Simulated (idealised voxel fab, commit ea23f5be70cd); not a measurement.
process module | voxel gate over fins
cross-section cut | 170 nm wide | cells 5 nm
A cross-section is a grid of square cells, given in bands from the top down. A band is one or more rows of cells.
Each band's line starts with the height of the band's top and of its bottom, in nm. Then come its materials from left to right, each with its width in nm. One material with "throughout" fills the band from edge to edge. "air" is empty space.
Height 0 is the level under which the wafer as received is all one material. The lowest band goes on downwards, as in "0 down".
A width such as "30 to 40" changes by the same amount from each row of cells to the next, from the band's top row to its bottom row.
"no change" after a step means that no cell of the cross-section changed.
closed voids: empty space of 8 cells or more with no open way to the top, each as width x height at its distance from the left edge, in nm
after a step's settings: what the simulator itself notes on the step
overlay nm, on a step with a mask: how far to the right of its planned place the mask lay; to the left if negative
plan
1 op RECEIVE | material Si
2 op CONFORMAL_DEP | material SiN | thk nm 5
3 op DIRECTIONAL_DEP | material aC | thk nm 15
4 op PATTERN | tone cover | mask id FINS | material resist | width nm 15 | pitch nm 50 | thk nm 30 | overlay nm 0
5 op DIRECTIONAL_ETCH | etch materials aC | depth nm 15
6 op STRIP | etch materials resist
7 op DIRECTIONAL_ETCH | etch materials SiN | depth nm 5
8 op DIRECTIONAL_ETCH | etch materials Si | depth nm 30
9 op STRIP | etch materials aC
10 op FILL_DEP | material SiO2 | thk nm 5
11 op CMP | height nm 5
12 op DIRECTIONAL_DEP | material aC | thk nm 10
13 op PATTERN | tone open | mask id RAIL | material resist | width nm 15 | thk nm 30 | overlay nm 0
14 op DIRECTIONAL_ETCH | etch materials aC | depth nm 10
15 op STRIP | etch materials resist
16 op DIRECTIONAL_ETCH | etch materials SiO2 | depth nm 30
17 op STRIP | etch materials aC
18 op CONFORMAL_DEP | material TiN | thk nm 5
19 op FILL_DEP | material W | thk nm 5
20 op CMP | height nm 5
21 op SELECTIVE_ETCH | etch materials W Ru TiN | depth nm 25
22 op FILL_DEP | material SiO2 | thk nm 5
23 op CMP | height nm 5
24 op SELECTIVE_ETCH | etch materials SiO2 | depth nm 20
25 op STRIP | etch materials SiN
26 op CONFORMAL_DEP | material HfO2 | thk nm 5
27 op CONFORMAL_DEP | material TiN | thk nm 5
28 op FILL_DEP | material W | thk nm 10
29 op CMP | height nm 15
30 op CONFORMAL_DEP | material SiN | thk nm 10
first wafer, as planned
as received, after step 1
  0 down: Si throughout
  closed voids: none
after step 2
  5 to 0: SiN throughout
  below 0: unchanged
after step 3
  20 to 5: aC throughout
  below 5: unchanged
after step 4
  50 to 20: air 50 | resist 15 | air 35 | resist 15 | air 55
  below 20: unchanged
after step 5
  35 to 20: air 50 | resist 15 | air 35 | resist 15 | air 55
  20 to 5: air 50 | aC 15 | air 35 | aC 15 | air 55
  below 5: unchanged
after step 6
  20 to 5: air 50 | aC 15 | air 35 | aC 15 | air 55
  below 5: unchanged
after step 7
  20 to 5: air 50 | aC 15 | air 35 | aC 15 | air 55
  5 to 0: air 50 | SiN 15 | air 35 | SiN 15 | air 55
  below 0: unchanged
after step 8
  20 to 5: air 50 | aC 15 | air 35 | aC 15 | air 55
  5 to 0: air 50 | SiN 15 | air 35 | SiN 15 | air 55
  0 to -30: air 50 | Si 15 | air 35 | Si 15 | air 55
  below -30: unchanged
after step 9
  5 to 0: air 50 | SiN 15 | air 35 | SiN 15 | air 55
  below 0: unchanged
after step 10
  10 to 5: SiO2 throughout
  5 to 0: SiO2 50 | SiN 15 | SiO2 35 | SiN 15 | SiO2 55
  0 to -30: SiO2 50 | Si 15 | SiO2 35 | Si 15 | SiO2 55
  below -30: unchanged
after step 11
  5 to 0: SiO2 50 | SiN 15 | SiO2 35 | SiN 15 | SiO2 55
  below 0: unchanged
after step 12
  15 to 5: aC throughout
  below 5: unchanged
after step 13
  45 to 15: resist 75 | air 15 | resist 80
  below 15: unchanged
after step 14
  35 to 15: resist 75 | air 15 | resist 80
  15 to 5: aC 75 | air 15 | aC 80
  below 5: unchanged
after step 15
  15 to 5: aC 75 | air 15 | aC 80
  below 5: unchanged
after step 16
  15 to 5: aC 75 | air 15 | aC 80
  5 to 0: SiO2 50 | SiN 15 | SiO2 10 | air 15 | SiO2 10 | SiN 15 | SiO2 55
  0 to -25: SiO2 50 | Si 15 | SiO2 10 | air 15 | SiO2 10 | Si 15 | SiO2 55
  below -25: unchanged
after step 17
  5 to 0: SiO2 50 | SiN 15 | SiO2 10 | air 15 | SiO2 10 | SiN 15 | SiO2 55
  below 0: unchanged
after step 18
  10 to 5: TiN 80 | air 5 | TiN 85
  5 to 0: SiO2 50 | SiN 15 | SiO2 10 | TiN 5 | air 5 | TiN 5 | SiO2 10 | SiN 15 | SiO2 55
  0 to -20: SiO2 50 | Si 15 | SiO2 10 | TiN 5 | air 5 | TiN 5 | SiO2 10 | Si 15 | SiO2 55
  -20 to -25: SiO2 50 | Si 15 | SiO2 10 | TiN 15 | SiO2 10 | Si 15 | SiO2 55
  below -25: unchanged
after step 19
  15 to 10: W throughout
  10 to 5: TiN 80 | W 5 | TiN 85
  5 to 0: SiO2 50 | SiN 15 | SiO2 10 | TiN 5 | W 5 | TiN 5 | SiO2 10 | SiN 15 | SiO2 55
  0 to -20: SiO2 50 | Si 15 | SiO2 10 | TiN 5 | W 5 | TiN 5 | SiO2 10 | Si 15 | SiO2 55
  below -20: unchanged
after step 20
  5 to 0: SiO2 50 | SiN 15 | SiO2 10 | TiN 5 | W 5 | TiN 5 | SiO2 10 | SiN 15 | SiO2 55
  below 0: unchanged
after step 21
  5 to 0: SiO2 50 | SiN 15 | SiO2 10 | air 15 | SiO2 10 | SiN 15 | SiO2 55
  0 to -20: SiO2 50 | Si 15 | SiO2 10 | air 15 | SiO2 10 | Si 15 | SiO2 55
  below -20: unchanged
after step 22
  10 to 5: SiO2 throughout
  5 to 0: SiO2 50 | SiN 15 | SiO2 35 | SiN 15 | SiO2 55
  0 to -20: SiO2 50 | Si 15 | SiO2 35 | Si 15 | SiO2 55
  below -20: unchanged
after step 23
  5 to 0: SiO2 50 | SiN 15 | SiO2 35 | SiN 15 | SiO2 55
  below 0: unchanged
after step 24
  5 to 0: air 50 | SiN 15 | air 35 | SiN 15 | air 55
  0 to -15: air 50 | Si 15 | air 35 | Si 15 | air 55
  below -15: unchanged
after step 25
  0 to -15: air 50 | Si 15 | air 35 | Si 15 | air 55
  below -15: unchanged
after step 26
  5 to 0: air 45 | HfO2 25 | air 25 | HfO2 25 | air 50
  0 to -10: air 45 | HfO2 5 | Si 15 | HfO2 5 | air 25 | HfO2 5 | Si 15 | HfO2 5 | air 50
  -10 to -15: HfO2 50 | Si 15 | HfO2 35 | Si 15 | HfO2 55
  below -15: unchanged
after step 27
  10 to 5: air 40 | TiN 35 | air 15 | TiN 35 | air 45
  5 to 0: air 40 | TiN 5 | HfO2 25 | TiN 5 | air 15 | TiN 5 | HfO2 25 | TiN 5 | air 45
  0 to -5: air 40 | TiN 5 | HfO2 5 | Si 15 | HfO2 5 | TiN 5 | air 15 | TiN 5 | HfO2 5 | Si 15 | HfO2 5 | TiN 5 | air 45
  -5 to -10: TiN 45 | HfO2 5 | Si 15 | HfO2 5 | TiN 25 | HfO2 5 | Si 15 | HfO2 5 | TiN 50
  below -10: unchanged
after step 28
  20 to 10: W throughout
  10 to 5: W 40 | TiN 35 | W 15 | TiN 35 | W 45
  5 to 0: W 40 | TiN 5 | HfO2 25 | TiN 5 | W 15 | TiN 5 | HfO2 25 | TiN 5 | W 45
  0 to -5: W 40 | TiN 5 | HfO2 5 | Si 15 | HfO2 5 | TiN 5 | W 15 | TiN 5 | HfO2 5 | Si 15 | HfO2 5 | TiN 5 | W 45
  below -5: unchanged
after step 29
  15 to 10: W throughout
  below 10: unchanged
after step 30
  25 to 15: SiN throughout
  below 15: unchanged
second wafer: like start, like plan, one mistake. Through step 23 it matches the first wafer
when step 24 should have ended
  5 to 0: SiO2 50 | air 15 | SiO2 35 | air 15 | SiO2 55
  below 0: unchanged
when step 25 should have ended
  0 to -15: air 50 | Si 15 | air 35 | Si 15 | air 55
  -15 to -20: SiO2 30 | air 20 | Si 15 | air 35 | Si 15 | air 20 | SiO2 35
  below -20: unchanged
when step 26 should have ended
  5 to 0: air 45 | HfO2 25 | air 25 | HfO2 25 | air 50
  0 to -10: air 45 | HfO2 5 | Si 15 | HfO2 5 | air 25 | HfO2 5 | Si 15 | HfO2 5 | air 50
  -10 to -15: HfO2 35 | air 10 | HfO2 5 | Si 15 | HfO2 5 | air 25 | HfO2 5 | Si 15 | HfO2 5 | air 10 | HfO2 40
  -15 to -20: SiO2 30 | HfO2 20 | Si 15 | HfO2 35 | Si 15 | HfO2 20 | SiO2 35
  below -20: unchanged
when step 27 should have ended
  10 to 5: air 40 | TiN 35 | air 15 | TiN 35 | air 45
  5 to 0: air 40 | TiN 5 | HfO2 25 | TiN 5 | air 15 | TiN 5 | HfO2 25 | TiN 5 | air 45
  0 to -5: air 40 | TiN 5 | HfO2 5 | Si 15 | HfO2 5 | TiN 5 | air 15 | TiN 5 | HfO2 5 | Si 15 | HfO2 5 | TiN 5 | air 45
  -5 to -10: TiN 45 | HfO2 5 | Si 15 | HfO2 5 | TiN 5 | air 15 | TiN 5 | HfO2 5 | Si 15 | HfO2 5 | TiN 50
  -10 to -15: HfO2 35 | TiN 10 | HfO2 5 | Si 15 | HfO2 5 | TiN 25 | HfO2 5 | Si 15 | HfO2 5 | TiN 10 | HfO2 40
  below -15: unchanged
when step 28 should have ended
  20 to 10: W throughout
  10 to 5: W 40 | TiN 35 | W 15 | TiN 35 | W 45
  5 to 0: W 40 | TiN 5 | HfO2 25 | TiN 5 | W 15 | TiN 5 | HfO2 25 | TiN 5 | W 45
  0 to -5: W 40 | TiN 5 | HfO2 5 | Si 15 | HfO2 5 | TiN 5 | W 15 | TiN 5 | HfO2 5 | Si 15 | HfO2 5 | TiN 5 | W 45
  -5 to -10: TiN 45 | HfO2 5 | Si 15 | HfO2 5 | TiN 5 | W 15 | TiN 5 | HfO2 5 | Si 15 | HfO2 5 | TiN 50
  below -10: unchanged
when step 29 should have ended
  15 to 10: W throughout
  below 10: unchanged
when step 30 should have ended
  25 to 15: SiN throughout
  below 15: unchanged
what went wrong: steps 24 and 25 were swapped
at the end the second wafer has, in cells: 6 more of HfO2 | 15 fewer of SiO2 | 6 more of TiN | 3 more of W
